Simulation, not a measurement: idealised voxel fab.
The following is a process module called voxel quadruple lines.
Shown is cross-section cut, with a width of 190 nm and square cells of size 5 nm.
For the purposes of this document, a cross-section shall be understood as a grid of square cells, specified as bands listed in top-to-bottom order, each band consisting of one or more rows of cells.
Top height, bottom height, nm. Materials left to right, width each, nm. Single material + "throughout" = fills band edge to edge. "empty" = empty.
Height is counted from the level 0, under which the received wafer is composed throughout of one material. The lowest of the bands is not closed at the bottom but continues downward, in the notation "0 nm and below".
A width such as "30..40" changes by the same amount from each row of cells to the next, from the band's top row to its bottom row.
"nothing changed" -> step changed no cross-section cell.
Each empty space that has no open way to the top and spans at least 8 cells appears under "Closed void list" as width x height at distance, the distance counted from the left edge, all in nm.
Heads up: the bit after the settings on a step's line is the simulator's remark on that step.
"overlay nm" answers the question of how far to the right of plan the mask lay on a step that has a mask, and when it is negative the answer is to the left.

List of planned process steps
| 1 | RECEIVE (material Si) |
| 2 | CONFORMAL_DEP (material SiO2; thk nm 10) |
| 3 | DIRECTIONAL_DEP (material W; thk nm 15) |
| 4 | DIRECTIONAL_DEP (material polySi; thk nm 15) |
| 5 | DIRECTIONAL_DEP (material aC; thk nm 25) |
| 6 | PATTERN (tone cover; mask id MANDREL; material resist; width nm 20; pitch nm 60; thk nm 30; overlay nm 0) |
| 7 | DIRECTIONAL_ETCH (etch materials aC; depth nm 25) |
| 8 | STRIP (etch materials resist) |
| 9 | CONFORMAL_DEP (material SiO2; thk nm 10) |
| 10 | DIRECTIONAL_ETCH (etch materials SiO2; depth nm 10) |
| 11 | STRIP (etch materials aC) |
| 12 | DIRECTIONAL_ETCH (etch materials polySi; depth nm 15) |
| 13 | STRIP (etch materials SiO2) |
| 14 | CONFORMAL_DEP (material SiCN; thk nm 5) |
| 15 | DIRECTIONAL_ETCH (etch materials SiCN; depth nm 5) |
| 16 | STRIP (etch materials polySi) |
| 17 | DIRECTIONAL_ETCH (etch materials W; depth nm 15) |
| 18 | STRIP (etch materials SiCN) |

On the first of the two wafers: run conducted according to plan

Step 1 complete: cross-section of the wafer as received
> 0 nm and below | Si throughout
> Closed void list: none

How the wafer stands in section after step 2
> 10 nm to 0 nm | SiO2 throughout
> Below 0, no change.

How the wafer stands in section after step 3
> 25 nm to 10 nm | W throughout
> Below 10, no change.

How the wafer stands in section after step 4
> 40 nm to 25 nm | polySi throughout
> Below 25, no change.

How the wafer stands in section after step 5
> 65 nm to 40 nm | aC throughout
> Below 40, no change.

How the wafer stands in section after step 6
> 95 nm to 65 nm | empty=55 | resist=20 | empty=40 | resist=20 | empty=55
> Below 65, no change.

How the wafer stands in section after step 7
> 70 nm to 65 nm | empty=55 | resist=20 | empty=40 | resist=20 | empty=55
> 65 nm to 40 nm | empty=55 | aC=20 | empty=40 | aC=20 | empty=55
> Below 40, no change.

How the wafer stands in section after step 8
> 65 nm to 40 nm | empty=55 | aC=20 | empty=40 | aC=20 | empty=55
> Below 40, no change.

How the wafer stands in section after step 9
> 75 nm to 65 nm | empty=45 | SiO2=40 | empty=20 | SiO2=40 | empty=45
> 65 nm to 50 nm | empty=45 | SiO2=10 | aC=20 | SiO2=10 | empty=20 | SiO2=10 | aC=20 | SiO2=10 | empty=45
> 50 nm to 40 nm | SiO2=55 | aC=20 | SiO2=40 | aC=20 | SiO2=55
> Below 40, no change.

How the wafer stands in section after step 10
> 65 nm to 40 nm | empty=45 | SiO2=10 | aC=20 | SiO2=10 | empty=20 | SiO2=10 | aC=20 | SiO2=10 | empty=45
> Below 40, no change.

How the wafer stands in section after step 11
> 65 nm to 40 nm | empty=45 | SiO2=10 | empty=20 | SiO2=10 | empty=20 | SiO2=10 | empty=20 | SiO2=10 | empty=45
> Below 40, no change.

How the wafer stands in section after step 12
> 65 nm to 40 nm | empty=45 | SiO2=10 | empty=20 | SiO2=10 | empty=20 | SiO2=10 | empty=20 | SiO2=10 | empty=45
> 40 nm to 25 nm | empty=45 | polySi=10 | empty=20 | polySi=10 | empty=20 | polySi=10 | empty=20 | polySi=10 | empty=45
> Below 25, no change.

How the wafer stands in section after step 13
> 40 nm to 25 nm | empty=45 | polySi=10 | empty=20 | polySi=10 | empty=20 | polySi=10 | empty=20 | polySi=10 | empty=45
> Below 25, no change.

How the wafer stands in section after step 14
> 45 nm to 40 nm | empty=40 | SiCN=20 | empty=10 | SiCN=20 | empty=10 | SiCN=20 | empty=10 | SiCN=20 | empty=40
> 40 nm to 30 nm | empty=40 | SiCN=5 | polySi=10 | SiCN=5 | empty=10 | SiCN=5 | polySi=10 | SiCN=5 | empty=10 | SiCN=5 | polySi=10 | SiCN=5 | empty=10 | SiCN=5 | polySi=10 | SiCN=5 | empty=40
> 30 nm to 25 nm | SiCN=45 | polySi=10 | SiCN=20 | polySi=10 | SiCN=20 | polySi=10 | SiCN=20 | polySi=10 | SiCN=45
> Below 25, no change.

How the wafer stands in section after step 15
> 40 nm to 25 nm | empty=40 | SiCN=5 | polySi=10 | SiCN=5 | empty=10 | SiCN=5 | polySi=10 | SiCN=5 | empty=10 | SiCN=5 | polySi=10 | SiCN=5 | empty=10 | SiCN=5 | polySi=10 | SiCN=5 | empty=40
> Below 25, no change.

How the wafer stands in section after step 16
> 40 nm to 25 nm | empty=40 | SiCN=5 | empty=10 | SiCN=5 | empty=10 | SiCN=5 | empty=10 | SiCN=5 | empty=10 | SiCN=5 | empty=10 | SiCN=5 | empty=10 | SiCN=5 | empty=10 | SiCN=5 | empty=40
> Below 25, no change.

How the wafer stands in section after step 17
> 40 nm to 25 nm | empty=40 | SiCN=5 | empty=10 | SiCN=5 | empty=10 | SiCN=5 | empty=10 | SiCN=5 | empty=10 | SiCN=5 | empty=10 | SiCN=5 | empty=10 | SiCN=5 | empty=10 | SiCN=5 | empty=40
> 25 nm to 10 nm | empty=40 | W=5 | empty=10 | W=5 | empty=10 | W=5 | empty=10 | W=5 | empty=10 | W=5 | empty=10 | W=5 | empty=10 | W=5 | empty=10 | W=5 | empty=40
> Below 10, no change.

How the wafer stands in section after step 18
> 25 nm to 10 nm | empty=40 | W=5 | empty=10 | W=5 | empty=10 | W=5 | empty=10 | W=5 | empty=10 | W=5 | empty=10 | W=5 | empty=10 | W=5 | empty=10 | W=5 | empty=40
> Below 10, no change.

The second wafer began exactly as the first did and followed the same plan, but one mistake was made while running it; through step 5 inclusive, the two wafers are identical

When step 6 should have ended
> 95 nm to 65 nm | empty=55 | resist=25 | empty=35 | resist=25 | empty=50
> Below 65, no change.

When step 7 should have ended
> 70 nm to 65 nm | empty=55 | resist=25 | empty=35 | resist=25 | empty=50
> 65 nm to 40 nm | empty=55 | aC=25 | empty=35 | aC=25 | empty=50
> Below 40, no change.

When step 8 should have ended
> 65 nm to 40 nm | empty=55 | aC=25 | empty=35 | aC=25 | empty=50
> Below 40, no change.

When step 9 should have ended
> 75 nm to 65 nm | empty=45 | SiO2=45 | empty=15 | SiO2=45 | empty=40
> 65 nm to 50 nm | empty=45 | SiO2=10 | aC=25 | SiO2=10 | empty=15 | SiO2=10 | aC=25 | SiO2=10 | empty=40
> 50 nm to 40 nm | SiO2=55 | aC=25 | SiO2=35 | aC=25 | SiO2=50
> Below 40, no change.

When step 10 should have ended
> 65 nm to 40 nm | empty=45 | SiO2=10 | aC=25 | SiO2=10 | empty=15 | SiO2=10 | aC=25 | SiO2=10 | empty=40
> Below 40, no change.

When step 11 should have ended
> 65 nm to 40 nm | empty=45 | SiO2=10 | empty=25 | SiO2=10 | empty=15 | SiO2=10 | empty=25 | SiO2=10 | empty=40
> Below 40, no change.

When step 12 should have ended
> 65 nm to 40 nm | empty=45 | SiO2=10 | empty=25 | SiO2=10 | empty=15 | SiO2=10 | empty=25 | SiO2=10 | empty=40
> 40 nm to 25 nm | empty=45 | polySi=10 | empty=25 | polySi=10 | empty=15 | polySi=10 | empty=25 | polySi=10 | empty=40
> Below 25, no change.

When step 13 should have ended
> 40 nm to 25 nm | empty=45 | polySi=10 | empty=25 | polySi=10 | empty=15 | polySi=10 | empty=25 | polySi=10 | empty=40
> Below 25, no change.

When step 14 should have ended
> 45 nm to 40 nm | empty=40 | SiCN=20 | empty=15 | SiCN=20 | empty=5 | SiCN=20 | empty=15 | SiCN=20 | empty=35
> 40 nm to 30 nm | empty=40 | SiCN=5 | polySi=10 | SiCN=5 | empty=15 | SiCN=5 | polySi=10 | SiCN=5 | empty=5 | SiCN=5 | polySi=10 | SiCN=5 | empty=15 | SiCN=5 | polySi=10 | SiCN=5 | empty=35
> 30 nm to 25 nm | SiCN=45 | polySi=10 | SiCN=25 | polySi=10 | SiCN=15 | polySi=10 | SiCN=25 | polySi=10 | SiCN=40
> Below 25, no change.

When step 15 should have ended
> 40 nm to 25 nm | empty=40 | SiCN=5 | polySi=10 | SiCN=5 | empty=15 | SiCN=5 | polySi=10 | SiCN=5 | empty=5 | SiCN=5 | polySi=10 | SiCN=5 | empty=15 | SiCN=5 | polySi=10 | SiCN=5 | empty=35
> Below 25, no change.

When step 16 should have ended
> 40 nm to 25 nm | empty=40 | SiCN=5 | empty=10 | SiCN=5 | empty=15 | SiCN=5 | empty=10 | SiCN=5 | empty=5 | SiCN=5 | empty=10 | SiCN=5 | empty=15 | SiCN=5 | empty=10 | SiCN=5 | empty=35
> Below 25, no change.

When step 17 should have ended
> 40 nm to 25 nm | empty=40 | SiCN=5 | empty=10 | SiCN=5 | empty=15 | SiCN=5 | empty=10 | SiCN=5 | empty=5 | SiCN=5 | empty=10 | SiCN=5 | empty=15 | SiCN=5 | empty=10 | SiCN=5 | empty=35
> 25 nm to 10 nm | empty=40 | W=5 | empty=10 | W=5 | empty=15 | W=5 | empty=10 | W=5 | empty=5 | W=5 | empty=10 | W=5 | empty=15 | W=5 | empty=10 | W=5 | empty=35
> Below 10, no change.

When step 18 should have ended
> 25 nm to 10 nm | empty=40 | W=5 | empty=10 | W=5 | empty=15 | W=5 | empty=10 | W=5 | empty=5 | W=5 | empty=10 | W=5 | empty=15 | W=5 | empty=10 | W=5 | empty=35
> Below 10, no change.
What broke from the plan during processing? step 6 ran with different settings than intended, the actual operation and settings being PATTERN (tone cover; mask id MANDREL; material resist; width nm 25; pitch nm 60; thk nm 30; overlay nm 0)
At the end, the second wafer has the same number of cells of each material as the first, but those cells sit in other places.
